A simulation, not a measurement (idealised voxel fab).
A process module follows: voxel trench capacitor.
Square cell edge 5 nm, section width 240 nm, ID cut.
Throughout this document, each cross-section is represented as a grid of square cells and is presented as a sequence of bands enumerated from the top downward, where a band comprises one or more rows of cells. Look at the band entry: it leads with the top's height and the bottom's height in nm. Then it lists the materials left to right, with a width in nm for each. The word "edge to edge" on a single material says that material fills the band edge to edge. The word "air" is empty space. Height reference: 0 = level under which incoming wafer is all one material. Lowest band: no bottom, runs on downward, e.g. "0 and below". Width: "30 to 40" (first number = top row, second number = bottom row, same change from row to row of cells). Given "nothing was modified" for a step, no cell of the cross-section differs between before and after that step. "Closed void roster": empty spaces of 8 cells or more with no open way to the top, each given as width x height at distance, distance from the left edge, all in nm. If you see something after the settings on a step's line, that's the simulator's own remark about that step. For masked steps, "overlay nm" on the step line gives how far right of plan the mask actually lay; a minus sign means it lay to the left.
So here's the lineup of process steps we planned:
1. RECEIVE,material Si
2. CONFORMAL_DEP,material SiN,thk nm 5
3. DIRECTIONAL_DEP,material aC,thk nm 15
4. PATTERN,tone open,mask id TRENCH,material resist,width nm 25,pitch nm 50,thk nm 30,overlay nm 0
5. DIRECTIONAL_ETCH,etch materials aC,depth nm 15
6. STRIP,etch materials resist
7. DIRECTIONAL_ETCH,etch materials SiN,depth nm 5
8. DIRECTIONAL_ETCH,etch materials Si,depth nm 25
9. STRIP,etch materials aC
10. CONFORMAL_DEP,material SiO2,thk nm 5
11. FILL_DEP,material polySi,thk nm 10
12. CMP,height nm 5
Shown in cross-section is the wafer as received, that is, as it stands after step 1:
  0 and below = Si edge to edge
  Closed void roster: none
Cross-sectional view of the first of the two wafers upon completion of the module, processed in accordance with the plan:
  5 down to 0 = SiN 55 nm; SiO2 5 nm; polySi 15 nm; SiO2 5 nm; SiN 25 nm; SiO2 5 nm; polySi 15 nm; SiO2 5 nm; SiN 25 nm; SiO2 5 nm; polySi 15 nm; SiO2 5 nm; SiN 60 nm
  0 down to -20 = Si 55 nm; SiO2 5 nm; polySi 15 nm; SiO2 5 nm; Si 25 nm; SiO2 5 nm; polySi 15 nm; SiO2 5 nm; Si 25 nm; SiO2 5 nm; polySi 15 nm; SiO2 5 nm; Si 60 nm
  -20 down to -25 = Si 55 nm; SiO2 25 nm; Si 25 nm; SiO2 25 nm; Si 25 nm; SiO2 25 nm; Si 60 nm
  -25 and below = Si edge to edge
  Closed void roster: none
Second wafer of the two, sectioned at the end of the module. It began like the first and followed the same plan, but one mistake was made while running it:
  5 down to 0 = SiN 60 nm; SiO2 5 nm; polySi 15 nm; SiO2 5 nm; SiN 25 nm; SiO2 5 nm; polySi 15 nm; SiO2 5 nm; SiN 25 nm; SiO2 5 nm; polySi 15 nm; SiO2 5 nm; SiN 55 nm
  0 down to -20 = Si 60 nm; SiO2 5 nm; polySi 15 nm; SiO2 5 nm; Si 25 nm; SiO2 5 nm; polySi 15 nm; SiO2 5 nm; Si 25 nm; SiO2 5 nm; polySi 15 nm; SiO2 5 nm; Si 55 nm
  -20 down to -25 = Si 60 nm; SiO2 25 nm; Si 25 nm; SiO2 25 nm; Si 25 nm; SiO2 25 nm; Si 55 nm
  -25 and below = Si edge to edge
  Closed void roster: none
Misprocessing identified: planned and actual differ for step 4; actual: PATTERN,tone open,mask id TRENCH,material resist,width nm 25,pitch nm 50,thk nm 30,overlay nm 5
So at the finish, the second wafer's got exactly as many cells of each material as the first, just not in the same spots.
